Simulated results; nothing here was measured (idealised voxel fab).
Name of the process module below: voxel transistor to metal
Displayed cross-section: cut, width of 200 nm, square cells sized 5 nm.
In this document a cross-section is written as a grid of square cells. It is given as a series of bands, listed from the top down, and a band is one or more rows of cells. What a band's entry tells you: where the top is and where the bottom is, as heights in nm, and after that what lies inside, material by material from left to right, each with its width in nm. Empty space is written as the word "air", and a single material marked with the word "edge to edge" occupies the band from edge to edge. Heights are expressed relative to 0, this being the level below which the as-received wafer comprises one material exclusively. The lowest band is unbounded in the downward direction and is denoted as in "0 nm and below". The width entry "30->40" should be interpreted row by row: the top row of cells in the band takes the first number, the bottom row takes the second number, and the change between adjacent rows is uniform throughout. For the purposes of this document, the phrase "nothing got changed" attached to a step denotes that no cell within the cross-section was modified by that step. What "Voids, fully enclosed" gives you is every empty space of 8 cells or more that is cut off from the top. Each appears as width x height at distance, with the distance taken from the left edge and width, height and distance all in nm. Whatever follows a step's settings on its line is a remark the simulator itself makes about that step. The line of a step may include "overlay nm". On a step with a mask, this value is how far to the right of its planned place the mask lay. A negative value means the mask lay to the left.
SO HERE'S THE LINEUP OF PROCESS STEPS WE PLANNED
1. op RECEIVE | material Si
2. op CONFORMAL_DEP | material SiO2 | thk nm 5
3. op CONFORMAL_DEP | material SiN | thk nm 15
4. op DIRECTIONAL_DEP | material aC | thk nm 15
5. op PATTERN | tone cover | mask id ACTIVE | material resist | width nm 125 | thk nm 35 | overlay nm 0
6. op DIRECTIONAL_ETCH | etch materials aC | depth nm 15
7. op STRIP | etch materials resist
8. op DIRECTIONAL_ETCH | etch materials SiN | depth nm 15
9. op DIRECTIONAL_ETCH | etch materials SiO2 | depth nm 5
10. op DIRECTIONAL_ETCH | etch materials Si | depth nm 25
11. op STRIP | etch materials aC
12. op OXIDIZE | depth nm 5
13. op FILL_DEP | material SiO2 | thk nm 5
14. op CMP | height nm 20
15. op SELECTIVE_ETCH | etch materials SiO2 | depth nm 5
16. op STRIP | etch materials SiN
17. op SELECTIVE_ETCH | etch materials SiO2 | depth nm 5
18. op OXIDIZE | depth nm 5
19. op DIRECTIONAL_DEP | material polySi | thk nm 30
20. op DIRECTIONAL_DEP | material SiCN | thk nm 15
21. op PATTERN | tone cover | mask id GATE | material resist | width nm 25 | thk nm 15 | overlay nm 0
22. op DIRECTIONAL_ETCH | etch materials SiCN | depth nm 25
23. op DIRECTIONAL_ETCH | etch materials polySi | depth nm 40
24. op STRIP | etch materials resist
25. op CONFORMAL_DEP | material SiO2 | thk nm 5
26. op DIRECTIONAL_ETCH | etch materials SiO2 | depth nm 5
27. op CONFORMAL_DEP | material SiN | thk nm 5
28. op DIRECTIONAL_ETCH | etch materials SiN | depth nm 5
29. op DIRECTIONAL_ETCH | etch materials SiO2 | depth nm 5
30. op DIRECTIONAL_ETCH | etch materials Si | depth nm 15
31. op EPI | material SiGe | thk nm 20
32. op FILL_DEP | material SiO2 | thk nm 10
33. op CMP | height nm 45
34. op DIRECTIONAL_DEP | material SiO2 | thk nm 15
35. op MASKED_ETCH | tone open | mask id CONTACT | width nm 20 | pitch nm 85 | etch materials SiO2 | depth nm 60 | overlay nm 0
36. op CONFORMAL_DEP | material TiN | thk nm 5
37. op FILL_DEP | material Ru | thk nm 10
38. op CMP | height nm 60
39. op CONFORMAL_DEP | material SiCN | thk nm 5
40. op DIRECTIONAL_DEP | material SiO2 | thk nm 25
41. op DIRECTIONAL_DEP | material aC | thk nm 15
42. op PATTERN | tone open | mask id METAL_1 | material resist | width nm 20 | pitch nm 85 | thk nm 30 | overlay nm 0
43. op DIRECTIONAL_ETCH | etch materials aC | depth nm 15
44. op STRIP | etch materials resist
45. op DIRECTIONAL_ETCH | etch materials SiO2 | depth nm 25
46. op DIRECTIONAL_ETCH | etch materials SiCN | depth nm 5
47. op STRIP | etch materials aC
48. op CONFORMAL_DEP | material TiN | thk nm 5
49. op FILL_DEP | material Ru | thk nm 10
50. op CMP | height nm 90
51. op CONFORMAL_DEP | material SiCN | thk nm 5
INCOMING WAFER, CROSS-SECTIONAL VIEW, POST STEP 1
    0 nm and below = Si edge to edge
    Voids, fully enclosed: none
THE CROSS-SECTION SHOWN CORRESPONDS TO THE WAFER AT THE CONCLUSION OF THE MODULE. THE INITIAL STRUCTURE AND THE PROCESS PLAN ARE THOSE PRESENTED ABOVE; HOWEVER, ONE MISTAKE OCCURRED IN EXECUTING THE PLAN
    95 nm to 90 nm = SiCN edge to edge
    90 nm to 65 nm = 45 nm SiO2 | 5 nm TiN | 10 nm Ru | 5 nm TiN | 65 nm SiO2 | 5 nm TiN | 10 nm Ru | 5 nm TiN | 50 nm SiO2
    65 nm to 60 nm = 45 nm SiCN | 20 nm TiN | 65 nm SiCN | 20 nm TiN | 50 nm SiCN
    60 nm to 45 nm = 45 nm SiO2 | 5 nm TiN | 10 nm Ru | 5 nm TiN | 65 nm SiO2 | 5 nm TiN | 10 nm Ru | 5 nm TiN | 50 nm SiO2
    45 nm to 30 nm = 45 nm SiO2 | 5 nm TiN | 10 nm Ru | 5 nm TiN | 20 nm SiO2 | 5 nm SiN | 5 nm SiO2 | 25 nm SiCN | 5 nm SiO2 | 5 nm SiN | 5 nm TiN | 10 nm Ru | 5 nm TiN | 50 nm SiO2
    30 nm to 20 nm = 45 nm SiO2 | 5 nm TiN | 10 nm Ru | 5 nm TiN | 20 nm SiO2 | 5 nm SiN | 5 nm SiO2 | 25 nm polySi | 5 nm SiO2 | 5 nm SiN | 5 nm TiN | 10 nm Ru | 5 nm TiN | 50 nm SiO2
    20 nm to 15 nm = 45 nm SiO2 | 5 nm TiN | 10 nm Ru | 5 nm TiN | 20 nm SiO2 | 5 nm SiN | 5 nm SiO2 | 25 nm polySi | 5 nm SiO2 | 5 nm SiN | 20 nm TiN | 50 nm SiO2
    15 nm to 10 nm = 45 nm SiO2 | 5 nm TiN | 10 nm Ru | 5 nm TiN | 20 nm SiGe | 5 nm SiN | 5 nm SiO2 | 25 nm polySi | 5 nm SiO2 | 5 nm SiN | 20 nm SiGe | 50 nm SiO2
    10 nm to 5 nm = 35 nm SiO2 | 5 nm SiN | 5 nm SiO2 | 5 nm TiN | 10 nm Ru | 5 nm TiN | 20 nm SiGe | 5 nm SiN | 5 nm SiO2 | 25 nm polySi | 5 nm SiO2 | 5 nm SiN | 20 nm SiGe | 5 nm SiO2 | 5 nm SiN | 40 nm SiO2
    5 nm to 0 nm = 35 nm SiO2 | 5 nm SiN | 5 nm SiO2 | 20 nm TiN | 20 nm SiGe | 5 nm SiN | 5 nm SiO2 | 25 nm polySi | 5 nm SiO2 | 5 nm SiN | 20 nm SiGe | 5 nm SiO2 | 5 nm SiN | 40 nm SiO2
    0 nm to -5 nm = 40 nm SiO2 | 45 nm SiGe | 45 nm SiO2 | 25 nm SiGe | 45 nm SiO2
    -5 nm to -20 nm = 40 nm SiO2 | 45 nm SiGe | 45 nm Si | 25 nm SiGe | 45 nm SiO2
    -20 nm to -30 nm = 40 nm SiO2 | 115 nm Si | 45 nm SiO2
    -30 nm and below = Si edge to edge
    Voids, fully enclosed: none
Short version of what went wrong: it should be noted that step 21 was executed with settings other than those planned, the operation and settings actually applied being op PATTERN | tone cover | mask id GATE | material resist | width nm 25 | thk nm 15 | overlay nm 10
